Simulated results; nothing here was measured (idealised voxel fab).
Herein follows the process module entitled voxel double patterning.
Cross-section cut: width 275 nm, square cells of 5 nm.
A cross-section is written here as square cells arranged in a grid, and it is given in bands from the top down, each band taking up one or more rows of cells.
Look at the band entry: it leads with the top's height and the bottom's height in nm. Then it lists the materials left to right, with a width in nm for each. The word "all across" on a single material says that material fills the band edge to edge. The word "blank" is empty space.
It should be noted that heights are counted from 0, beneath which the wafer as supplied is of one material throughout, and that the lowest band possesses no lower boundary but continues downward, as written in "0 down".
Width spec "30->40" -> top row of cells at first value, bottom row at second value, equal per-row change in between.
The cross-section has no changed cell in any step marked "all unchanged".
The entry titled "Sealed void listing" provides the empty spaces that have no open way to the top, restricted to those of 8 cells or more. Each is presented as width x height at distance, the distance being measured from the left edge, with all three in nm.
Where a step's line continues beyond its settings, the continuation is a remark by the simulator itself on that step.
overlay nm: mask offset rightward from planned place, masked step; negative means leftward offset.

[The planned process steps are enumerated hereunder]
- 1: RECEIVE [material Si]
- 2: CONFORMAL_DEP [material SiO2] [thk nm 10]
- 3: DIRECTIONAL_DEP [material polySi] [thk nm 15]
- 4: DIRECTIONAL_DEP [material SiCN] [thk nm 5]
- 5: MASKED_ETCH [tone open] [mask id FIRST] [width nm 15] [pitch nm 50] [etch materials SiCN] [depth nm 5] [overlay nm 0]
- 6: DIRECTIONAL_DEP [material aC] [thk nm 10]
- 7: PATTERN [tone open] [mask id SECOND] [material resist] [width nm 15] [pitch nm 50] [thk nm 25] [overlay nm 0]
- 8: DIRECTIONAL_ETCH [etch materials aC] [depth nm 10]
- 9: STRIP [etch materials resist]
- 10: DIRECTIONAL_ETCH [etch materials SiCN] [depth nm 5]
- 11: STRIP [etch materials aC]
- 12: DIRECTIONAL_ETCH [etch materials polySi] [depth nm 15]
- 13: STRIP [etch materials SiCN]

[As received (post step 1): cross-section]
    0 down | Si all across
    Sealed void listing: none

[Starting structure and process plan are as shown above, but one mistake was made in running the module; the wafer cross-section at the end of the module follows]
    25 to 15 | SiO2 all across
    15 to 0 | polySi all across
    0 down | Si all across
    Sealed void listing: none
What was the processing mistake? step 3 occupied the plan position of step 2, and the converse holds as well
